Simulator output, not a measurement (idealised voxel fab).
process module | voxel capacitor over wiring
cross-section cut | 300 nm wide | cells 5 nm
A cross-section is a grid of square cells, given in bands from the top down. A band is one or more rows of cells.
Each band's line starts with the height of the band's top and of its bottom, in nm. Then come its materials from left to right, each with its width in nm. One material with "throughout" fills the band from edge to edge. "air" is empty space.
Height 0 is the level under which the wafer as received is all one material. The lowest band goes on downwards, as in "0 down".
A width such as "30 to 40" changes by the same amount from each row of cells to the next, from the band's top row to its bottom row.
"no change" after a step means that no cell of the cross-section changed.
closed voids: empty space of 8 cells or more with no open way to the top, each as width x height at its distance from the left edge, in nm
after a step's settings: what the simulator itself notes on the step
overlay nm, on a step with a mask: how far to the right of its planned place the mask lay; to the left if negative
plan
1 op RECEIVE | material Si
2 op CONFORMAL_DEP | material SiO2 | thk nm 15
3 op DIRECTIONAL_DEP | material TiN | thk nm 5
4 op DIRECTIONAL_DEP | material W | thk nm 20
5 op PATTERN | tone cover | mask id METAL_1 | material resist | width nm 25 | pitch nm 75 | thk nm 20 | overlay nm 0
6 op DIRECTIONAL_ETCH | etch materials W | depth nm 20
7 op DIRECTIONAL_ETCH | etch materials TiN | depth nm 5
8 op STRIP | etch materials resist
9 op CONFORMAL_DEP | material SiN | thk nm 5
10 op FILL_DEP | material lowk | thk nm 10
11 op CMP | height nm 40
12 op CONFORMAL_DEP | material SiCN | thk nm 5
13 op DIRECTIONAL_DEP | material SiO2 | thk nm 20
14 op MASKED_ETCH | tone open | mask id PLUG_1 | width nm 15 | etch materials SiO2 | depth nm 20 | overlay nm 0
15 op MASKED_ETCH | tone open | mask id PLUG_1 | width nm 15 | etch materials SiCN | depth nm 5 | overlay nm 0
16 op EPI | material Ru | thk nm 10
17 op EPI | material Ru | thk nm 10
18 op EPI | material Ru | thk nm 5
19 op DIRECTIONAL_DEP | material TiN | thk nm 10
20 op DIRECTIONAL_DEP | material HfO2 | thk nm 5
21 op DIRECTIONAL_DEP | material TiN | thk nm 10
22 op MASKED_ETCH | tone cover | mask id UPPER_PLATE | width nm 55 | etch materials TiN | depth nm 10 | overlay nm 0
23 op MASKED_ETCH | tone cover | mask id UPPER_PLATE | width nm 55 | etch materials HfO2 | depth nm 5 | overlay nm 0
24 op DIRECTIONAL_DEP | material aC | thk nm 15
25 op PATTERN | tone cover | mask id LOWER_PLATE | material resist | width nm 65 | thk nm 35 | overlay nm 0
26 op DIRECTIONAL_ETCH | etch materials aC | depth nm 15
27 op STRIP | etch materials resist
28 op DIRECTIONAL_ETCH | etch materials TiN | depth nm 10
29 op STRIP | etch materials aC
30 op FILL_DEP | material SiO2 | thk nm 20
31 op CMP | height nm 105
32 op DIRECTIONAL_DEP | material aC | thk nm 10
33 op PATTERN | tone open | mask id PLUG_2 | material resist | width nm 15 | thk nm 25 | overlay nm 0
34 op DIRECTIONAL_ETCH | etch materials aC | depth nm 10
35 op STRIP | etch materials resist
36 op DIRECTIONAL_ETCH | etch materials SiO2 | depth nm 15
37 op STRIP | etch materials aC
38 op CONFORMAL_DEP | material TiN | thk nm 5
39 op FILL_DEP | material W | thk nm 5
40 op CMP | height nm 105
41 op CONFORMAL_DEP | material SiCN | thk nm 5
as received, after step 1
  0 down: Si throughout
  closed voids: none
a wafer at the end: this start, this plan, one mistake
  110 to 105: SiCN throughout
  105 to 95: SiO2 120 | TiN 5 | W 5 | TiN 5 | SiO2 165
  95 to 85: SiO2 120 to 125 | TiN 15 to 40 | SiO2 165 to 135
  85 to 80: SiO2 110 | TiN 55 | SiO2 135
  80 to 75: SiO2 110 | TiN 15 | HfO2 40 | SiO2 135
  75 to 70: SiO2 105 | TiN 5 | HfO2 15 | TiN 45 | SiO2 130
  70 to 65: SiO2 105 | TiN 65 | SiO2 130
  65 to 60: SiCN 110 | TiN 15 | SiCN 175
  60 to 40: SiO2 throughout
  40 to 20: lowk 95 | SiN 5 | W 25 | SiN 5 | lowk 40 | SiN 5 | W 25 | SiN 5 | lowk 95
  20 to 15: SiN 100 | TiN 25 | SiN 50 | TiN 25 | SiN 100
  15 to 0: SiO2 throughout
  0 down: Si throughout
  closed voids: none
what went wrong: steps 12 and 13 were swapped
